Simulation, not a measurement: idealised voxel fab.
process module | voxel self aligned contacts
cross-section cut | 225 nm wide | cells 5 nm
A cross-section is a grid of square cells, given in bands from the top down. A band is one or more rows of cells.
Each band's line starts with the height of the band's top and of its bottom, in nm. Then come its materials from left to right, each with its width in nm. One material with "throughout" fills the band from edge to edge. "air" is empty space.
Height 0 is the level under which the wafer as received is all one material. The lowest band goes on downwards, as in "0 down".
A width such as "30 to 40" changes by the same amount from each row of cells to the next, from the band's top row to its bottom row.
"no change" after a step means that no cell of the cross-section changed.
closed voids: empty space of 8 cells or more with no open way to the top, each as width x height at its distance from the left edge, in nm
after a step's settings: what the simulator itself notes on the step
overlay nm, on a step with a mask: how far to the right of its planned place the mask lay; to the left if negative
plan
1 op RECEIVE | material Si
2 op CONFORMAL_DEP | material SiO2 | thk nm 5
3 op DIRECTIONAL_DEP | material polySi | thk nm 20
4 op DIRECTIONAL_DEP | material SiN | thk nm 20
5 op DIRECTIONAL_DEP | material aC | thk nm 15
6 op PATTERN | tone cover | mask id GATE | material resist | width nm 35 | pitch nm 75 | thk nm 35 | overlay nm 0
7 op DIRECTIONAL_ETCH | etch materials aC | depth nm 15
8 op STRIP | etch materials resist
9 op DIRECTIONAL_ETCH | etch materials SiN | depth nm 20
10 op DIRECTIONAL_ETCH | etch materials polySi | depth nm 20
11 op STRIP | etch materials aC
12 op CONFORMAL_DEP | material SiN | thk nm 10
13 op DIRECTIONAL_ETCH | etch materials SiN | depth nm 10
14 op FILL_DEP | material SiO2 | thk nm 15
15 op CMP | height nm 55
16 op PATTERN | tone open | mask id CONTACT | material resist | width nm 50 | thk nm 20 | overlay nm 0
17 op DIRECTIONAL_ETCH | etch materials SiO2 | depth nm 55
18 op STRIP | etch materials resist
19 op CONFORMAL_DEP | material TiN | thk nm 5
20 op FILL_DEP | material W | thk nm 10
21 op CMP | height nm 55
22 op CONFORMAL_DEP | material SiCN | thk nm 5
as received, after step 1
  0 down: Si throughout
  closed voids: none
first wafer at the end, as planned
  60 to 55: SiCN throughout
  55 to 45: SiO2 85 | TiN 5 to 20 | W 40 to 10 | TiN 5 to 20 | SiO2 90
  45 to 25: SiO2 45 | SiN 55 | TiN 5 | W 10 | TiN 5 | SiN 55 | SiO2 50
  25 to 5: SiO2 45 | SiN 10 | polySi 35 | SiN 10 | TiN 5 | W 10 | TiN 5 | SiN 10 | polySi 35 | SiN 10 | SiO2 50
  5 to 0: SiO2 100 | TiN 20 | SiO2 105
  0 down: Si throughout
  closed voids: none
second wafer at the end: like start, like plan, one mistake
  60 to 55: SiCN throughout
  55 to 45: SiO2 85 | TiN 5 to 10 | W 40 to 10 | TiN 5 to 30 | SiO2 90
  45 to 25: SiO2 35 | SiN 55 | TiN 5 | W 10 | TiN 5 | SiN 55 | SiO2 60
  25 to 5: SiO2 35 | SiN 10 | polySi 35 | SiN 10 | TiN 5 | W 10 | TiN 5 | SiN 10 | polySi 35 | SiN 10 | SiO2 60
  5 to 0: SiO2 90 | TiN 20 | SiO2 115
  0 down: Si throughout
  closed voids: none
what went wrong: step 6 ran as: op PATTERN | tone cover | mask id GATE | material resist | width nm 35 | pitch nm 75 | thk nm 35 | overlay nm -10
at the end the second wafer has, in cells: as many of each material as the first, in other places
